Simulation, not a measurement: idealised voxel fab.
Documented hereafter: the process module known as voxel plated lines.
Cross-section cut spans 245 nm and uses square cells 5 nm in size.
Think of the cross-section as a grid of square cells. We describe it in bands, top to bottom, and each band covers one or more rows of those cells.
The entry gives the band's vertical extent as a top height and a bottom height in nm, then its horizontal make-up as materials from left to right, each with a width in nm. "air" stands for empty space; a single material marked "all across" fills the band edge to edge.
Zero point of the height axis is 0; under it, received wafer = one material. Lowest band: continues down indefinitely, "0 and below".
With a width like "30->40", each row of cells in the band differs from the next by the same amount, the top row carrying the first number and the bottom row the second.
It should be understood that the words "nothing was modified", when stated for a given step, signify that the cross-section underwent no change in any of its cells during that step.
This entry, "Fully closed voids", enumerates those empty regions of no fewer than 8 cells that possess no open connection to the top. Each region is reported in the form width x height at distance, the distance being taken from the left edge, with all three quantities expressed in nm.
On each step's line, the part that comes after the settings is the simulator's own comment on the step.
overlay nm, on a step with a mask: how far to the right of its planned place the mask lay; to the left if negative

The planned process steps are enumerated hereunder
- 1: RECEIVE,material Si
- 2: CONFORMAL_DEP,material SiN,thk nm 15
- 3: DIRECTIONAL_DEP,material TiN,thk nm 5
- 4: PATTERN,tone open,mask id LINES,material resist,width nm 15,pitch nm 35,thk nm 40,overlay nm 0
- 5: EPI,material Ru,thk nm 5
- 6: EPI,material Ru,thk nm 5
- 7: EPI,material Ru,thk nm 5
- 8: STRIP,etch materials resist
- 9: DIRECTIONAL_ETCH,etch materials TiN,depth nm 5
- 10: CONFORMAL_DEP,material SiN,thk nm 10

Cross-sectional view of the wafer in its as-received condition, corresponding to the state after step 1
- 0 and below: Si all across
- Fully closed voids: none

The cross-section shown corresponds to the wafer at the conclusion of the module. The initial structure and the process plan are those presented above; however, one mistake occurred in executing the plan
- 55 down to 45: air=70; SiN=105; air=70
- 45 down to 35: air=70; SiN=10; Ru=15; SiN=20; Ru=15; SiN=20; Ru=15; SiN=10; air=70
- 35 down to 30: SiN=80; Ru=15; SiN=20; Ru=15; SiN=20; Ru=15; SiN=80
- 30 down to 25: SiN=80; TiN=15; SiN=20; TiN=15; SiN=20; TiN=15; SiN=80
- 25 down to 15: TiN all across
- 15 down to 0: SiN all across
- 0 and below: Si all across
- Fully closed voids: none
what went wrong: step 3 was run on a setting that differed from the plan, and what really ran there is DIRECTIONAL_DEP,material TiN,thk nm 15
